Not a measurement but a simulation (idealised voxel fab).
Process module name: voxel capacitor over wiring
Cross-section cut spans 165 nm and uses square cells 5 nm in size.
Throughout this document, each cross-section is represented as a grid of square cells and is presented as a sequence of bands enumerated from the top downward, where a band comprises one or more rows of cells.
Each band's line starts with the height of the band's top and of its bottom, in nm. Then come its materials from left to right, each with its width in nm. One material with "all across" fills the band from edge to edge. "blank" is empty space.
Where do heights start? At 0: under that level the wafer as delivered is made of one material only. And the lowest band has no floor; it just carries on downward, as in "0..down".
Per-row width for "30->40": begins at first number (top row of band), ends at second number (bottom row), increment between rows held constant.
For the purposes of this document, the phrase "nothing got changed" attached to a step denotes that no cell within the cross-section was modified by that step.
For the entry "Unvented cavities", the listed items are empty spaces with no open way to the top whose size is 8 cells or more; each item follows the pattern width x height at distance, where distance is from the left edge and all three are in nm.
Whatever follows a step's settings on its line is a remark the simulator itself makes about that step.
"overlay nm", when on a step's line for a step with a mask, measures how far to the right of its planned place the mask lay; a negative measure means to the left.
-- List of planned process steps
1. RECEIVE [material Si]
2. CONFORMAL_DEP [material SiO2] [thk nm 10]
3. DIRECTIONAL_DEP [material TiN] [thk nm 5]
4. DIRECTIONAL_DEP [material W] [thk nm 25]
5. PATTERN [tone cover] [mask id METAL_1] [material resist] [width nm 30] [pitch nm 90] [thk nm 20] [overlay nm 0]
6. DIRECTIONAL_ETCH [etch materials W] [depth nm 15]
7. DIRECTIONAL_ETCH [etch materials TiN] [depth nm 5]
8. STRIP [etch materials resist]
9. FILL_DEP [material lowk] [thk nm 10]
10. CMP [height nm 40]
11. CONFORMAL_DEP [material SiCN] [thk nm 5]
12. DIRECTIONAL_DEP [material lowk] [thk nm 10]
13. MASKED_ETCH [tone open] [mask id PLUG_1] [width nm 15] [etch materials lowk] [depth nm 10] [overlay nm 0]
14. MASKED_ETCH [tone open] [mask id PLUG_1] [width nm 15] [etch materials SiCN] [depth nm 5] [overlay nm 0]
15. CONFORMAL_DEP [material TiN] [thk nm 5]
16. FILL_DEP [material Ru] [thk nm 5]
17. CMP [height nm 55]
18. DIRECTIONAL_DEP [material TiN] [thk nm 10]
19. DIRECTIONAL_DEP [material SiN] [thk nm 5]
20. DIRECTIONAL_DEP [material TiN] [thk nm 10]
21. DIRECTIONAL_DEP [material aC] [thk nm 15]
22. PATTERN [tone cover] [mask id UPPER_PLATE] [material resist] [width nm 65] [thk nm 35] [overlay nm 0]
23. DIRECTIONAL_ETCH [etch materials aC] [depth nm 15]
24. STRIP [etch materials resist]
25. DIRECTIONAL_ETCH [etch materials TiN] [depth nm 10]
26. DIRECTIONAL_ETCH [etch materials SiN] [depth nm 5]
27. STRIP [etch materials aC]
28. MASKED_ETCH [tone cover] [mask id LOWER_PLATE] [width nm 75] [etch materials TiN] [depth nm 10] [overlay nm 0]
29. FILL_DEP [material SiO2] [thk nm 20]
30. CMP [height nm 95]
31. PATTERN [tone open] [mask id PLUG_2] [material resist] [width nm 15] [thk nm 20] [overlay nm 0]
32. DIRECTIONAL_ETCH [etch materials SiO2] [depth nm 15]
33. STRIP [etch materials resist]
34. CONFORMAL_DEP [material TiN] [thk nm 5]
35. FILL_DEP [material Ru] [thk nm 10]
36. CMP [height nm 95]
37. CONFORMAL_DEP [material SiN] [thk nm 5]
Where the wafers of this document differ is in the depth nm of step 6; they start out the same, and the plan states the value that applied to the first wafer.
-- This is how the first of several wafers looked in cross-section when it arrived, which is after step 1
- 0..down | Si all across
- Unvented cavities: none
-- So in this table every wafer gets its own row, and what you see is where it stands at the end of the module: for each material, how many cells it picked up (+) or gave up (-) since we received it, and after that its closed voids
depth nm 15 | +4 Ru | +30 SiCN | +46 SiN | +252 SiO2 | +103 TiN | +102 W | +123 lowk | Unvented cavities: none
depth nm 20 | +4 Ru | +30 SiCN | +46 SiN | +252 SiO2 | +103 TiN | +81 W | +144 lowk | Unvented cavities: none
depth nm 25 | +4 Ru | +30 SiCN | +46 SiN | +252 SiO2 | +82 TiN | +60 W | +186 lowk | Unvented cavities: none
depth nm 30 | +4 Ru | +30 SiCN | +46 SiN | +252 SiO2 | +82 TiN | +60 W | +186 lowk | Unvented cavities: none
depth nm 35 | +4 Ru | +30 SiCN | +46 SiN | +252 SiO2 | +82 TiN | +60 W | +186 lowk | Unvented cavities: none
depth nm 40 | +4 Ru | +30 SiCN | +46 SiN | +252 SiO2 | +82 TiN | +60 W | +186 lowk | Unvented cavities: none
